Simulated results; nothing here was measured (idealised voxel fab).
The document below concerns the process module designated voxel wiring stack.
Section shown: cut. Width: 250 nm. Cell size: 5 nm, square.
If you're reading a cross-section in this doc, picture square cells in a grid; it comes to you as bands, top ones listed first down to the bottom, and a band can be one or more rows of cells.
Band: top height; bottom height; in nm. Then, left to right: material with width in nm, for each material. "throughout": a single material spanning edge to edge. "air": empty space.
Note: height 0 marks the level under which the wafer is uniformly one material as received. Lowest band unbounded below, written "from 0 down".
A width given as "30..40" starts at the first number in the band's top row and ends at the second number in its bottom row, shifting by an equal amount at every step from row to row.
When a step is marked "nothing altered", none of the cells in the cross-section changed during that step.
Under "Sealed internal cavities" you'll find the enclosed gaps, the ones with no way out to the top, that are 8 cells or bigger; each reads width x height at distance, with distance counted from the left edge, everything in nm.
That trailing text on a step's line, after the settings, is the simulator's own remark on the step.
You can add "overlay nm" to a step's line. For a step with a mask, it describes how far the mask lay to the right of its planned position, and a negative number describes a lay to the left.
So the way this works: pairs, before and after one process step. The after picture only goes down to the lowest band that actually changed, nothing below. Step and its settings are under each pair. And watch out, pairs might come from different runs of this module, same starting wafer though, so a pair only follows on from the one above if its "Incoming structure" entry tells you so.

# Incoming structure
  from 0 down: Si throughout
  Sealed internal cavities: none

# Resulting Cross-Section
  from 10 to 0: SiO2 throughout
  Beneath the level 0, the cross-section is identical to its previous state.
  Sealed internal cavities: none
Link between the two cross-sections above: CONFORMAL_DEP with material SiO2, thk nm 10

Incoming structure: we pick up right where the pair above leaves off, with its after cross-section.

# Resulting Cross-Section
  from 15 to 10: TiN throughout
  Beneath the level 10, the cross-section is identical to its previous state.
  Sealed internal cavities: none
Link between the two cross-sections above: DIRECTIONAL_DEP with material TiN, thk nm 5

Incoming structure: we pick up right where the pair above leaves off, with its after cross-section.

# Resulting Cross-Section
  from 30 to 15: W throughout
  Beneath the level 15, the cross-section is identical to its previous state.
  Sealed internal cavities: none
Link between the two cross-sections above: DIRECTIONAL_DEP with material W, thk nm 15

Incoming structure: we pick up right where the pair above leaves off, with its after cross-section.

# Resulting Cross-Section
  from 40 to 30: aC throughout
  Beneath the level 30, the cross-section is identical to its previous state.
  Sealed internal cavities: none
Link between the two cross-sections above: DIRECTIONAL_DEP with material aC, thk nm 10

Incoming structure: we pick up right where the pair above leaves off, with its after cross-section.

# Resulting Cross-Section
  from 65 to 40: air: 60  resist: 30  air: 20  resist: 30  air: 20  resist: 30  air: 60
  Beneath the level 40, the cross-section is identical to its previous state.
  Sealed internal cavities: none
Link between the two cross-sections above: PATTERN with tone cover, mask id METAL_1, material resist, width nm 30, pitch nm 50, thk nm 25, overlay nm 0

Incoming structure: we pick up right where the pair above leaves off, with its after cross-section.

# Resulting Cross-Section
  from 55 to 40: air: 60  resist: 30  air: 20  resist: 30  air: 20  resist: 30  air: 60
  from 40 to 30: air: 60  aC: 30  air: 20  aC: 30  air: 20  aC: 30  air: 60
  Beneath the level 30, the cross-section is identical to its previous state.
  Sealed internal cavities: none
Link between the two cross-sections above: DIRECTIONAL_ETCH with etch materials aC, depth nm 10

Incoming structure: we pick up right where the pair above leaves off, with its after cross-section.

# Resulting Cross-Section
  from 40 to 30: air: 60  aC: 30  air: 20  aC: 30  air: 20  aC: 30  air: 60
  Beneath the level 30, the cross-section is identical to its previous state.
  Sealed internal cavities: none
Link between the two cross-sections above: STRIP with etch materials resist

Incoming structure: we pick up right where the pair above leaves off, with its after cross-section.

# Resulting Cross-Section
  from 40 to 30: air: 60  aC: 30  air: 20  aC: 30  air: 20  aC: 30  air: 60
  from 30 to 15: air: 60  W: 30  air: 20  W: 30  air: 20  W: 30  air: 60
  Beneath the level 15, the cross-section is identical to its previous state.
  Sealed internal cavities: none
Link between the two cross-sections above: DIRECTIONAL_ETCH with etch materials W, depth nm 15

Incoming structure: we pick up right where the pair above leaves off, with its after cross-section.

# Resulting Cross-Section
  from 40 to 30: air: 60  aC: 30  air: 20  aC: 30  air: 20  aC: 30  air: 60
  from 30 to 15: air: 60  W: 30  air: 20  W: 30  air: 20  W: 30  air: 60
  from 15 to 10: air: 60  TiN: 30  air: 20  TiN: 30  air: 20  TiN: 30  air: 60
  Beneath the level 10, the cross-section is identical to its previous state.
  Sealed internal cavities: none
Link between the two cross-sections above: DIRECTIONAL_ETCH with etch materials TiN, depth nm 5

Incoming structure: we pick up right where the pair above leaves off, with its after cross-section.

# Resulting Cross-Section
  from 30 to 15: air: 60  W: 30  air: 20  W: 30  air: 20  W: 30  air: 60
  Beneath the level 15, the cross-section is identical to its previous state.
  Sealed internal cavities: none
Link between the two cross-sections above: STRIP with etch materials aC

Incoming structure: we pick up right where the pair above leaves off, with its after cross-section.

# Resulting Cross-Section
  from 35 to 30: lowk throughout
  from 30 to 15: lowk: 60  W: 30  lowk: 20  W: 30  lowk: 20  W: 30  lowk: 60
  from 15 to 10: lowk: 60  TiN: 30  lowk: 20  TiN: 30  lowk: 20  TiN: 30  lowk: 60
  Beneath the level 10, the cross-section is identical to its previous state.
  Sealed internal cavities: none
Link between the two cross-sections above: FILL_DEP with material lowk, thk nm 5

Incoming structure: we pick up right where the pair above leaves off, with its after cross-section.

# Resulting Cross-Section
  from 30 to 15: lowk: 60  W: 30  lowk: 20  W: 30  lowk: 20  W: 30  lowk: 60
  Beneath the level 15, the cross-section is identical to its previous state.
  Sealed internal cavities: none
Link between the two cross-sections above: CMP with height nm 30

Incoming structure: we pick up right where the pair above leaves off, with its after cross-section.

# Resulting Cross-Section
  from 35 to 30: SiCN throughout
  Beneath the level 30, the cross-section is identical to its previous state.
  Sealed internal cavities: none
Link between the two cross-sections above: CONFORMAL_DEP with material SiCN, thk nm 5

Incoming structure: we pick up right where the pair above leaves off, with its after cross-section.

# Resulting Cross-Section
  from 60 to 35: lowk throughout
  Beneath the level 35, the cross-section is identical to its previous state.
  Sealed internal cavities: none
Link between the two cross-sections above: DIRECTIONAL_DEP with material lowk, thk nm 25

Incoming structure: we pick up right where the pair above leaves off, with its after cross-section.

# Resulting Cross-Section
  from 70 to 60: aC throughout
  Beneath the level 60, the cross-section is identical to its previous state.
  Sealed internal cavities: none
Link between the two cross-sections above: DIRECTIONAL_DEP with material aC, thk nm 10

Incoming structure: we pick up right where the pair above leaves off, with its after cross-section.

# Resulting Cross-Section
  from 95 to 70: resist: 60  air: 30  resist: 20  air: 30  resist: 20  air: 30  resist: 60
  Beneath the level 70, the cross-section is identical to its previous state.
  Sealed internal cavities: none
Link between the two cross-sections above: PATTERN with tone open, mask id METAL_2, material resist, width nm 30, pitch nm 50, thk nm 25, overlay nm 0

Incoming structure: we pick up right where the pair above leaves off, with its after cross-section.

# Resulting Cross-Section
  from 85 to 70: resist: 60  air: 30  resist: 20  air: 30  resist: 20  air: 30  resist: 60
  from 70 to 60: aC: 60  air: 30  aC: 20  air: 30  aC: 20  air: 30  aC: 60
  Beneath the level 60, the cross-section is identical to its previous state.
  Sealed internal cavities: none
Link between the two cross-sections above: DIRECTIONAL_ETCH with etch materials aC, depth nm 10

Incoming structure: we pick up right where the pair above leaves off, with its after cross-section.

# Resulting Cross-Section
  from 70 to 60: aC: 60  air: 30  aC: 20  air: 30  aC: 20  air: 30  aC: 60
  Beneath the level 60, the cross-section is identical to its previous state.
  Sealed internal cavities: none
Link between the two cross-sections above: STRIP with etch materials resist

Incoming structure: we pick up right where the pair above leaves off, with its after cross-section.

# Resulting Cross-Section
  from 70 to 60: aC: 60  air: 30  aC: 20  air: 30  aC: 20  air: 30  aC: 60
  from 60 to 45: lowk: 60  air: 30  lowk: 20  air: 30  lowk: 20  air: 30  lowk: 60
  Beneath the level 45, the cross-section is identical to its previous state.
  Sealed internal cavities: none
Link between the two cross-sections above: DIRECTIONAL_ETCH with etch materials lowk, depth nm 15

Incoming structure: we pick up right where the pair above leaves off, with its after cross-section.

# Resulting Cross-Section
  from 60 to 45: lowk: 60  air: 30  lowk: 20  air: 30  lowk: 20  air: 30  lowk: 60
  Beneath the level 45, the cross-section is identical to its previous state.
  Sealed internal cavities: none
Link between the two cross-sections above: STRIP with etch materials aC

Incoming structure: we pick up right where the pair above leaves off, with its after cross-section.

# Resulting Cross-Section
  from 60 to 45: lowk: 60  air: 30  lowk: 20  air: 30  lowk: 20  air: 30  lowk: 60
  from 45 to 35: lowk: 60  air: 15  lowk: 35  air: 15  lowk: 35  air: 15  lowk: 75
  Beneath the level 35, the cross-section is identical to its previous state.
  Sealed internal cavities: none
Link between the two cross-sections above: MASKED_ETCH with tone open, mask id METAL_2_HOLES, width nm 15, pitch nm 50, etch materials lowk, depth nm 10, overlay nm 0

Incoming structure: we pick up right where the pair above leaves off, with its after cross-section.

# Resulting Cross-Section
  from 60 to 45: lowk: 60  air: 30  lowk: 20  air: 30  lowk: 20  air: 30  lowk: 60
  from 45 to 35: lowk: 60  air: 15  lowk: 35  air: 15  lowk: 35  air: 15  lowk: 75
  from 35 to 30: SiCN: 60  air: 15  SiCN: 35  air: 15  SiCN: 35  air: 15  SiCN: 75
  Beneath the level 30, the cross-section is identical to its previous state.
  Sealed internal cavities: none
Link between the two cross-sections above: MASKED_ETCH with tone open, mask id METAL_2_HOLES, width nm 15, pitch nm 50, etch materials SiCN, depth nm 5, overlay nm 0

Incoming structure: we pick up right where the pair above leaves off, with its after cross-section.

# Resulting Cross-Section
  from 65 to 60: TiN: 65  air: 20  TiN: 30  air: 20  TiN: 30  air: 20  TiN: 65
  from 60 to 50: lowk: 60  TiN: 5  air: 20  TiN: 5  lowk: 20  TiN: 5  air: 20  TiN: 5  lowk: 20  TiN: 5  air: 20  TiN: 5  lowk: 60
  from 50 to 45: lowk: 60  TiN: 5  air: 5  TiN: 20  lowk: 20  TiN: 5  air: 5  TiN: 20  lowk: 20  TiN: 5  air: 5  TiN: 20  lowk: 60
  from 45 to 35: lowk: 60  TiN: 5  air: 5  TiN: 5  lowk: 35  TiN: 5  air: 5  TiN: 5  lowk: 35  TiN: 5  air: 5  TiN: 5  lowk: 75
  from 35 to 30: SiCN: 60  TiN: 15  SiCN: 35  TiN: 15  SiCN: 35  TiN: 15  SiCN: 75
  Beneath the level 30, the cross-section is identical to its previous state.
  Sealed internal cavities: none
Link between the two cross-sections above: CONFORMAL_DEP with material TiN, thk nm 5

Incoming structure: we pick up right where the pair above leaves off, with its after cross-section.

# Resulting Cross-Section
  from 75 to 65: Cu throughout
  from 65 to 60: TiN: 65  Cu: 20  TiN: 30  Cu: 20  TiN: 30  Cu: 20  TiN: 65
  from 60 to 50: lowk: 60  TiN: 5  Cu: 20  TiN: 5  lowk: 20  TiN: 5  Cu: 20  TiN: 5  lowk: 20  TiN: 5  Cu: 20  TiN: 5  lowk: 60
  from 50 to 45: lowk: 60  TiN: 5  Cu: 5  TiN: 20  lowk: 20  TiN: 5  Cu: 5  TiN: 20  lowk: 20  TiN: 5  Cu: 5  TiN: 20  lowk: 60
  from 45 to 35: lowk: 60  TiN: 5  Cu: 5  TiN: 5  lowk: 35  TiN: 5  Cu: 5  TiN: 5  lowk: 35  TiN: 5  Cu: 5  TiN: 5  lowk: 75
  Beneath the level 35, the cross-section is identical to its previous state.
  Sealed internal cavities: none
Link between the two cross-sections above: FILL_DEP with material Cu, thk nm 10

Incoming structure: we pick up right where the pair above leaves off, with its after cross-section.

# Resulting Cross-Section
  from 60 to 50: lowk: 60  TiN: 5  Cu: 20  TiN: 5  lowk: 20  TiN: 5  Cu: 20  TiN: 5  lowk: 20  TiN: 5  Cu: 20  TiN: 5  lowk: 60
  Beneath the level 50, the cross-section is identical to its previous state.
  Sealed internal cavities: none
Link between the two cross-sections above: CMP with height nm 60

Incoming structure: we pick up right where the pair above leaves off, with its after cross-section.

# Resulting Cross-Section
  from 65 to 60: SiCN throughout
  Beneath the level 60, the cross-section is identical to its previous state.
  Sealed internal cavities: none
Link between the two cross-sections above: CONFORMAL_DEP with material SiCN, thk nm 5

Incoming structure: we pick up right where the pair above leaves off, with its after cross-section.

# Resulting Cross-Section
  from 80 to 65: SiO2 throughout
  Beneath the level 65, the cross-section is identical to its previous state.
  Sealed internal cavities: none
Link between the two cross-sections above: DIRECTIONAL_DEP with material SiO2, thk nm 15

Incoming structure: we pick up right where the pair above leaves off, with its after cross-section.

# Resulting Cross-Section
  from 95 to 80: resist: 60  air: 15  resist: 35  air: 15  resist: 35  air: 15  resist: 75
  Beneath the level 80, the cross-section is identical to its previous state.
  Sealed internal cavities: none
Link between the two cross-sections above: PATTERN with tone open, mask id PLUG_2, material resist, width nm 15, pitch nm 50, thk nm 15, overlay nm 0

Incoming structure: we pick up right where the pair above leaves off, with its after cross-section.

# Resulting Cross-Section
  from 95 to 80: resist: 60  air: 15  resist: 35  air: 15  resist: 35  air: 15  resist: 75
  from 80 to 65: SiO2: 60  air: 15  SiO2: 35  air: 15  SiO2: 35  air: 15  SiO2: 75
  Beneath the level 65, the cross-section is identical to its previous state.
  Sealed internal cavities: none
Link between the two cross-sections above: DIRECTIONAL_ETCH with etch materials SiO2, depth nm 15

Incoming structure: we pick up right where the pair above leaves off, with its after cross-section.

# Resulting Cross-Section
  from 95 to 80: resist: 60  air: 15  resist: 35  air: 15  resist: 35  air: 15  resist: 75
  from 80 to 65: SiO2: 60  air: 15  SiO2: 35  air: 15  SiO2: 35  air: 15  SiO2: 75
  from 65 to 60: SiCN: 60  air: 15  SiCN: 35  air: 15  SiCN: 35  air: 15  SiCN: 75
  Beneath the level 60, the cross-section is identical to its previous state.
  Sealed internal cavities: none
Link between the two cross-sections above: DIRECTIONAL_ETCH with etch materials SiCN, depth nm 5

Incoming structure: we pick up right where the pair above leaves off, with its after cross-section.

# Resulting Cross-Section
  from 80 to 65: SiO2: 60  air: 15  SiO2: 35  air: 15  SiO2: 35  air: 15  SiO2: 75
  Beneath the level 65, the cross-section is identical to its previous state.
  Sealed internal cavities: none
Link between the two cross-sections above: STRIP with etch materials resist

Incoming structure: we pick up right where the pair above leaves off, with its after cross-section.

# Resulting Cross-Section
  from 80 to 70: SiO2: 60  air: 15  SiO2: 35  air: 15  SiO2: 35  air: 15  SiO2: 75
  from 70 to 65: SiO2: 60  Ru: 15  SiO2: 35  Ru: 15  SiO2: 35  Ru: 15  SiO2: 75
  from 65 to 60: SiCN: 60  Ru: 15  SiCN: 35  Ru: 15  SiCN: 35  Ru: 15  SiCN: 75
  Beneath the level 60, the cross-section is identical to its previous state.
  Sealed internal cavities: none
Link between the two cross-sections above: EPI with material Ru, thk nm 10

Incoming structure: we pick up right where the pair above leaves off, with its after cross-section.

# Resulting Cross-Section
  from 80 to 65: SiO2: 60  Ru: 15  SiO2: 35  Ru: 15  SiO2: 35  Ru: 15  SiO2: 75
  Beneath the level 65, the cross-section is identical to its previous state.
  Sealed internal cavities: none
Link between the two cross-sections above: EPI with material Ru, thk nm 10

Incoming structure: we pick up right where the pair above leaves off, with its after cross-section.

# Resulting Cross-Section
  from 85 to 80: TiN throughout
  Beneath the level 80, the cross-section is identical to its previous state.
  Sealed internal cavities: none
Link between the two cross-sections above: DIRECTIONAL_DEP with material TiN, thk nm 5

Incoming structure: we pick up right where the pair above leaves off, with its after cross-section.

# Resulting Cross-Section
  from 110 to 85: Ru throughout
  Beneath the level 85, the cross-section is identical to its previous state.
  Sealed internal cavities: none
Link between the two cross-sections above: DIRECTIONAL_DEP with material Ru, thk nm 25

Incoming structure: we pick up right where the pair above leaves off, with its after cross-section.

# Resulting Cross-Section
  from 110 to 85: air: 60  Ru: 30  air: 20  Ru: 30  air: 20  Ru: 30  air: 60
  Beneath the level 85, the cross-section is identical to its previous state.
  Sealed internal cavities: none
Link between the two cross-sections above: MASKED_ETCH with tone cover, mask id METAL_3, width nm 30, pitch nm 50, etch materials Ru, depth nm 25, overlay nm 0

Incoming structure: we pick up right where the pair above leaves off, with its after cross-section.

# Resulting Cross-Section
  from 110 to 85: air: 60  Ru: 30  air: 20  Ru: 30  air: 20  Ru: 30  air: 60
  from 85 to 80: air: 60  TiN: 30  air: 20  TiN: 30  air: 20  TiN: 30  air: 60
  Beneath the level 80, the cross-section is identical to its previous state.
  Sealed internal cavities: none
Link between the two cross-sections above: MASKED_ETCH with tone cover, mask id METAL_3, width nm 30, pitch nm 50, etch materials TiN, depth nm 5, overlay nm 0

Incoming structure: we pick up right where the pair above leaves off, with its after cross-section.

# Resulting Cross-Section
  from 115 to 110: air: 55  SiCN: 40  air: 10  SiCN: 40  air: 10  SiCN: 40  air: 55
  from 110 to 85: air: 55  SiCN: 5  Ru: 30  SiCN: 5  air: 10  SiCN: 5  Ru: 30  SiCN: 5  air: 10  SiCN: 5  Ru: 30  SiCN: 5  air: 55
  from 85 to 80: SiCN: 60  TiN: 30  SiCN: 20  TiN: 30  SiCN: 20  TiN: 30  SiCN: 60
  Beneath the level 80, the cross-section is identical to its previous state.
  Sealed internal cavities: none
Link between the two cross-sections above: CONFORMAL_DEP with material SiCN, thk nm 5

Incoming structure: we pick up right where the pair above leaves off, with its after cross-section.

# Resulting Cross-Section
  from 120 to 115: lowk throughout
  from 115 to 110: lowk: 55  SiCN: 40  lowk: 10  SiCN: 40  lowk: 10  SiCN: 40  lowk: 55
  from 110 to 85: lowk: 55  SiCN: 5  Ru: 30  SiCN: 5  lowk: 10  SiCN: 5  Ru: 30  SiCN: 5  lowk: 10  SiCN: 5  Ru: 30  SiCN: 5  lowk: 55
  Beneath the level 85, the cross-section is identical to its previous state.
  Sealed internal cavities: none
Link between the two cross-sections above: FILL_DEP with material lowk, thk nm 5

Incoming structure: we pick up right where the pair above leaves off, with its after cross-section.

# Resulting Cross-Section
  from 110 to 85: lowk: 55  SiCN: 5  Ru: 30  SiCN: 5  lowk: 10  SiCN: 5  Ru: 30  SiCN: 5  lowk: 10  SiCN: 5  Ru: 30  SiCN: 5  lowk: 55
  Beneath the level 85, the cross-section is identical to its previous state.
  Sealed internal cavities: none
Link between the two cross-sections above: CMP with height nm 110

Incoming structure: we pick up right where the pair above leaves off, with its after cross-section.

# Resulting Cross-Section
  from 115 to 110: SiCN throughout
  Beneath the level 110, the cross-section is identical to its previous state.
  Sealed internal cavities: none
Link between the two cross-sections above: CONFORMAL_DEP with material SiCN, thk nm 5

# Incoming structure
  from 80 to 65: SiO2: 60  Ru: 15  SiO2: 35  Ru: 15  SiO2: 35  Ru: 15  SiO2: 75
  from 65 to 60: SiCN: 60  Ru: 15  SiCN: 35  Ru: 15  SiCN: 35  Ru: 15  SiCN: 75
  from 60 to 50: lowk: 60  TiN: 5  Cu: 20  TiN: 5  lowk: 20  TiN: 5  Cu: 20  TiN: 5  lowk: 20  TiN: 5  Cu: 20  TiN: 5  lowk: 60
  from 50 to 45: lowk: 60  TiN: 5  Cu: 5  TiN: 20  lowk: 20  TiN: 5  Cu: 5  TiN: 20  lowk: 20  TiN: 5  Cu: 5  TiN: 20  lowk: 60
  from 45 to 35: lowk: 60  TiN: 5  Cu: 5  TiN: 5  lowk: 35  TiN: 5  Cu: 5  TiN: 5  lowk: 35  TiN: 5  Cu: 5  TiN: 5  lowk: 75
  from 35 to 30: SiCN: 60  TiN: 15  SiCN: 35  TiN: 15  SiCN: 35  TiN: 15  SiCN: 75
  from 30 to 15: lowk: 60  W: 30  lowk: 20  W: 30  lowk: 20  W: 30  lowk: 60
  from 15 to 10: lowk: 60  TiN: 30  lowk: 20  TiN: 30  lowk: 20  TiN: 30  lowk: 60
  from 10 to 0: SiO2 throughout
  from 0 down: Si throughout
  Sealed internal cavities: none

# Resulting Cross-Section
  from 105 to 80: Ru throughout
  Beneath the level 80, the cross-section is identical to its previous state.
  Sealed internal cavities: none
Link between the two cross-sections above: DIRECTIONAL_DEP with material Ru, thk nm 25

Incoming structure: we pick up right where the pair above leaves off, with its after cross-section.

# Resulting Cross-Section
  from 105 to 80: air: 60  Ru: 30  air: 20  Ru: 30  air: 20  Ru: 30  air: 60
  Beneath the level 80, the cross-section is identical to its previous state.
  Sealed internal cavities: none
Link between the two cross-sections above: MASKED_ETCH with tone cover, mask id METAL_3, width nm 30, pitch nm 50, etch materials Ru, depth nm 25, overlay nm 0

Incoming structure: we pick up right where the pair above leaves off, with its after cross-section.

# Resulting Cross-Section
  from 110 to 105: air: 55  SiCN: 40  air: 10  SiCN: 40  air: 10  SiCN: 40  air: 55
  from 105 to 85: air: 55  SiCN: 5  Ru: 30  SiCN: 5  air: 10  SiCN: 5  Ru: 30  SiCN: 5  air: 10  SiCN: 5  Ru: 30  SiCN: 5  air: 55
  from 85 to 80: SiCN: 60  Ru: 30  SiCN: 20  Ru: 30  SiCN: 20  Ru: 30  SiCN: 60
  Beneath the level 80, the cross-section is identical to its previous state.
  Sealed internal cavities: none
Link between the two cross-sections above: CONFORMAL_DEP with material SiCN, thk nm 5

Incoming structure: we pick up right where the pair above leaves off, with its after cross-section.

# Resulting Cross-Section
  from 115 to 110: lowk throughout
  from 110 to 105: lowk: 55  SiCN: 40  lowk: 10  SiCN: 40  lowk: 10  SiCN: 40  lowk: 55
  from 105 to 85: lowk: 55  SiCN: 5  Ru: 30  SiCN: 5  lowk: 10  SiCN: 5  Ru: 30  SiCN: 5  lowk: 10  SiCN: 5  Ru: 30  SiCN: 5  lowk: 55
  Beneath the level 85, the cross-section is identical to its previous state.
  Sealed internal cavities: none
Link between the two cross-sections above: FILL_DEP with material lowk, thk nm 5

Incoming structure: we pick up right where the pair above leaves off, with its after cross-section.

# Resulting Cross-Section
  from 110 to 105: lowk: 55  SiCN: 40  lowk: 10  SiCN: 40  lowk: 10  SiCN: 40  lowk: 55
  Beneath the level 105, the cross-section is identical to its previous state.
  Sealed internal cavities: none
Link between the two cross-sections above: CMP with height nm 110

Incoming structure: we pick up right where the pair above leaves off, with its after cross-section.

# Resulting Cross-Section
  from 115 to 110: SiCN throughout
  Beneath the level 110, the cross-section is identical to its previous state.
  Sealed internal cavities: none
Link between the two cross-sections above: CONFORMAL_DEP with material SiCN, thk nm 5

# Incoming structure
  from 80 to 65: SiO2 throughout
  from 65 to 60: SiCN throughout
  from 60 to 50: lowk: 60  TiN: 5  Cu: 20  TiN: 5  lowk: 20  TiN: 5  Cu: 20  TiN: 5  lowk: 20  TiN: 5  Cu: 20  TiN: 5  lowk: 60
  from 50 to 45: lowk: 60  TiN: 5  Cu: 5  TiN: 20  lowk: 20  TiN: 5  Cu: 5  TiN: 20  lowk: 20  TiN: 5  Cu: 5  TiN: 20  lowk: 60
  from 45 to 35: lowk: 60  TiN: 5  Cu: 5  TiN: 5  lowk: 35  TiN: 5  Cu: 5  TiN: 5  lowk: 35  TiN: 5  Cu: 5  TiN: 5  lowk: 75
  from 35 to 30: SiCN: 60  TiN: 15  SiCN: 35  TiN: 15  SiCN: 35  TiN: 15  SiCN: 75
  from 30 to 15: lowk: 60  W: 30  lowk: 20  W: 30  lowk: 20  W: 30  lowk: 60
  from 15 to 10: lowk: 60  TiN: 30  lowk: 20  TiN: 30  lowk: 20  TiN: 30  lowk: 60
  from 10 to 0: SiO2 throughout
  from 0 down: Si throughout
  Sealed internal cavities: none

# Resulting Cross-Section
  from 95 to 65: SiO2 throughout
  Beneath the level 65, the cross-section is identical to its previous state.
  Sealed internal cavities: none
Link between the two cross-sections above: DIRECTIONAL_DEP with material SiO2, thk nm 15

Incoming structure: we pick up right where the pair above leaves off, with its after cross-section.

# Resulting Cross-Section
  from 110 to 95: resist: 60  air: 15  resist: 35  air: 15  resist: 35  air: 15  resist: 75
  Beneath the level 95, the cross-section is identical to its previous state.
  Sealed internal cavities: none
Link between the two cross-sections above: PATTERN with tone open, mask id PLUG_2, material resist, width nm 15, pitch nm 50, thk nm 15, overlay nm 0

Incoming structure: we pick up right where the pair above leaves off, with its after cross-section.

# Resulting Cross-Section
  from 110 to 95: resist: 60  air: 15  resist: 35  air: 15  resist: 35  air: 15  resist: 75
  from 95 to 80: SiO2: 60  air: 15  SiO2: 35  air: 15  SiO2: 35  air: 15  SiO2: 75
  Beneath the level 80, the cross-section is identical to its previous state.
  Sealed internal cavities: none
Link between the two cross-sections above: DIRECTIONAL_ETCH with etch materials SiO2, depth nm 15

Incoming structure: we pick up right where the pair above leaves off, with its after cross-section.

# Resulting Cross-Section
  from 95 to 80: SiO2: 60  air: 15  SiO2: 35  air: 15  SiO2: 35  air: 15  SiO2: 75
  Beneath the level 80, the cross-section is identical to its previous state.
  Sealed internal cavities: none
Link between the two cross-sections above: STRIP with etch materials resist

Incoming structure: we pick up right where the pair above leaves off, with its after cross-section.

# Resulting Cross-Section
  from 100 to 95: TiN: 60  air: 15  TiN: 35  air: 15  TiN: 35  air: 15  TiN: 75
  from 95 to 85: SiO2: 60  air: 15  SiO2: 35  air: 15  SiO2: 35  air: 15  SiO2: 75
  from 85 to 80: SiO2: 60  TiN: 15  SiO2: 35  TiN: 15  SiO2: 35  TiN: 15  SiO2: 75
  Beneath the level 80, the cross-section is identical to its previous state.
  Sealed internal cavities: none
Link between the two cross-sections above: DIRECTIONAL_DEP with material TiN, thk nm 5

Incoming structure: we pick up right where the pair above leaves off, with its after cross-section.

# Resulting Cross-Section
  from 125 to 110: Ru: 60  air: 15  Ru: 35  air: 15  Ru: 35  air: 15  Ru: 75
  from 110 to 100: Ru throughout
  from 100 to 95: TiN: 60  Ru: 15  TiN: 35  Ru: 15  TiN: 35  Ru: 15  TiN: 75
  from 95 to 85: SiO2: 60  Ru: 15  SiO2: 35  Ru: 15  SiO2: 35  Ru: 15  SiO2: 75
  Beneath the level 85, the cross-section is identical to its previous state.
  Sealed internal cavities: none
Link between the two cross-sections above: DIRECTIONAL_DEP with material Ru, thk nm 25

Incoming structure: we pick up right where the pair above leaves off, with its after cross-section.

# Resulting Cross-Section
  from 125 to 110: air: 75  Ru: 15  air: 35  Ru: 15  air: 35  Ru: 15  air: 60
  from 110 to 100: air: 60  Ru: 30  air: 20  Ru: 30  air: 20  Ru: 30  air: 60
  Beneath the level 100, the cross-section is identical to its previous state.
  Sealed internal cavities: none
Link between the two cross-sections above: MASKED_ETCH with tone cover, mask id METAL_3, width nm 30, pitch nm 50, etch materials Ru, depth nm 25, overlay nm 0

Incoming structure: we pick up right where the pair above leaves off, with its after cross-section.

# Resulting Cross-Section
  from 125 to 110: air: 75  Ru: 15  air: 35  Ru: 15  air: 35  Ru: 15  air: 60
  from 110 to 100: air: 60  Ru: 30  air: 20  Ru: 30  air: 20  Ru: 30  air: 60
  from 100 to 95: air: 60  Ru: 15  TiN: 15  air: 20  Ru: 15  TiN: 15  air: 20  Ru: 15  TiN: 15  air: 60
  Beneath the level 95, the cross-section is identical to its previous state.
  Sealed internal cavities: none
Link between the two cross-sections above: MASKED_ETCH with tone cover, mask id METAL_3, width nm 30, pitch nm 50, etch materials TiN, depth nm 5, overlay nm 0

Incoming structure: we pick up right where the pair above leaves off, with its after cross-section.

# Resulting Cross-Section
  from 130 to 125: air: 70  SiCN: 25  air: 25  SiCN: 25  air: 25  SiCN: 25  air: 55
  from 125 to 115: air: 70  SiCN: 5  Ru: 15  SiCN: 5  air: 25  SiCN: 5  Ru: 15  SiCN: 5  air: 25  SiCN: 5  Ru: 15  SiCN: 5  air: 55
  from 115 to 110: air: 55  SiCN: 20  Ru: 15  SiCN: 5  air: 10  SiCN: 20  Ru: 15  SiCN: 5  air: 10  SiCN: 20  Ru: 15  SiCN: 5  air: 55
  from 110 to 100: air: 55  SiCN: 5  Ru: 30  SiCN: 5  air: 10  SiCN: 5  Ru: 30  SiCN: 5  air: 10  SiCN: 5  Ru: 30  SiCN: 5  air: 55
  from 100 to 95: SiCN: 60  Ru: 15  TiN: 15  SiCN: 20  Ru: 15  TiN: 15  SiCN: 20  Ru: 15  TiN: 15  SiCN: 60
  Beneath the level 95, the cross-section is identical to its previous state.
  Sealed internal cavities: none
Link between the two cross-sections above: CONFORMAL_DEP with material SiCN, thk nm 5

Incoming structure: we pick up right where the pair above leaves off, with its after cross-section.

# Resulting Cross-Section
  from 135 to 130: lowk throughout
  from 130 to 125: lowk: 70  SiCN: 25  lowk: 25  SiCN: 25  lowk: 25  SiCN: 25  lowk: 55
  from 125 to 115: lowk: 70  SiCN: 5  Ru: 15  SiCN: 5  lowk: 25  SiCN: 5  Ru: 15  SiCN: 5  lowk: 25  SiCN: 5  Ru: 15  SiCN: 5  lowk: 55
  from 115 to 110: lowk: 55  SiCN: 20  Ru: 15  SiCN: 5  lowk: 10  SiCN: 20  Ru: 15  SiCN: 5  lowk: 10  SiCN: 20  Ru: 15  SiCN: 5  lowk: 55
  from 110 to 100: lowk: 55  SiCN: 5  Ru: 30  SiCN: 5  lowk: 10  SiCN: 5  Ru: 30  SiCN: 5  lowk: 10  SiCN: 5  Ru: 30  SiCN: 5  lowk: 55
  Beneath the level 100, the cross-section is identical to its previous state.
  Sealed internal cavities: none
Link between the two cross-sections above: FILL_DEP with material lowk, thk nm 5

Incoming structure: we pick up right where the pair above leaves off, with its after cross-section.

# Resulting Cross-Section
  from 110 to 100: lowk: 55  SiCN: 5  Ru: 30  SiCN: 5  lowk: 10  SiCN: 5  Ru: 30  SiCN: 5  lowk: 10  SiCN: 5  Ru: 30  SiCN: 5  lowk: 55
  Beneath the level 100, the cross-section is identical to its previous state.
  Sealed internal cavities: none
Link between the two cross-sections above: CMP with height nm 110

Incoming structure: we pick up right where the pair above leaves off, with its after cross-section.

# Resulting Cross-Section
  from 115 to 110: SiCN throughout
  Beneath the level 110, the cross-section is identical to its previous state.
  Sealed internal cavities: none
Link between the two cross-sections above: CONFORMAL_DEP with material SiCN, thk nm 5

# Incoming structure
  from 10 to 0: SiO2 throughout
  from 0 down: Si throughout
  Sealed internal cavities: none

# Resulting Cross-Section
  from 25 to 10: W throughout
  Beneath the level 10, the cross-section is identical to its previous state.
  Sealed internal cavities: none
Link between the two cross-sections above: DIRECTIONAL_DEP with material W, thk nm 15

Incoming structure: we pick up right where the pair above leaves off, with its after cross-section.

# Resulting Cross-Section
  from 30 to 25: TiN throughout
  Beneath the level 25, the cross-section is identical to its previous state.
  Sealed internal cavities: none
Link between the two cross-sections above: DIRECTIONAL_DEP with material TiN, thk nm 5
